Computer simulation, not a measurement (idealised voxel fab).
Process module heading - voxel tone inversion
The cross-section on display is named cut; it measures 255 nm wide, and its cells are 5 nm squares.
Square cells in a grid make up a cross-section in this document, and the grid is given as bands, listed from the top down, each one or more rows of cells.
Look at the band entry: it leads with the top's height and the bottom's height in nm. Then it lists the materials left to right, with a width in nm for each. The word "throughout" on a single material says that material fills the band edge to edge. The word "blank" is empty space.
A quick word on heights: they are counted from 0, and under that level the wafer as it came to us is one material throughout. The lowest band is different from the rest in having no bottom; it simply continues downward, written as in "0 and below".
A width such as "30->40" changes by the same amount from each row of cells to the next, from the band's top row to its bottom row.
Step note "no alteration" = no cross-section cell changed.
Under "Trapped cavities" you'll find the enclosed gaps, the ones with no way out to the top, that are 8 cells or bigger; each reads width x height at distance, with distance counted from the left edge, everything in nm.
Whatever follows a step's settings on its line is a remark the simulator itself makes about that step.
A step's line can hold "overlay nm"; with a mask on that step, the setting says how far right of the planned place the mask lay, while a negative setting says it lay to the left.

## Listed below are the process steps as planned
1: RECEIVE [material Si]
2: CONFORMAL_DEP [material SiCN] [thk nm 10]
3: DIRECTIONAL_DEP [material aC] [thk nm 20]
4: PATTERN [tone cover] [mask id POSTS] [material resist] [width nm 25] [pitch nm 50] [thk nm 25] [overlay nm 0]
5: DIRECTIONAL_ETCH [etch materials aC] [depth nm 20]
6: STRIP [etch materials resist]
7: FILL_DEP [material SiO2] [thk nm 10]
8: CMP [height nm 30]
9: STRIP [etch materials aC]

## This is the cross-section of the wafer as we received it, i.e. after step 1
0 and below  Si throughout
Trapped cavities: none

## Cross-section, first of two wafers, end of module, run as planned
30 down to 10  40 of SiO2  25 of blank  25 of SiO2  25 of blank  25 of SiO2  25 of blank  25 of SiO2  25 of blank  40 of SiO2
10 down to 0  SiCN throughout
0 and below  Si throughout
Trapped cavities: none

## Second wafer of the two, sectioned at the end of the module. It began like the first and followed the same plan, but one mistake was made while running it
30 down to 10  40 of blank  25 of SiO2  25 of blank  25 of SiO2  25 of blank  25 of SiO2  25 of blank  25 of SiO2  40 of blank
10 down to 0  SiCN throughout
0 and below  Si throughout
Trapped cavities: none
Want to know what went wrong? heads up, step 4 didn't go per plan, it actually ran as PATTERN [tone open] [mask id POSTS] [material resist] [width nm 25] [pitch nm 50] [thk nm 25] [overlay nm 0]
Wafer comparison, final, in cells, second relative to first, materials more or fewer: SiO2: 44 fewer
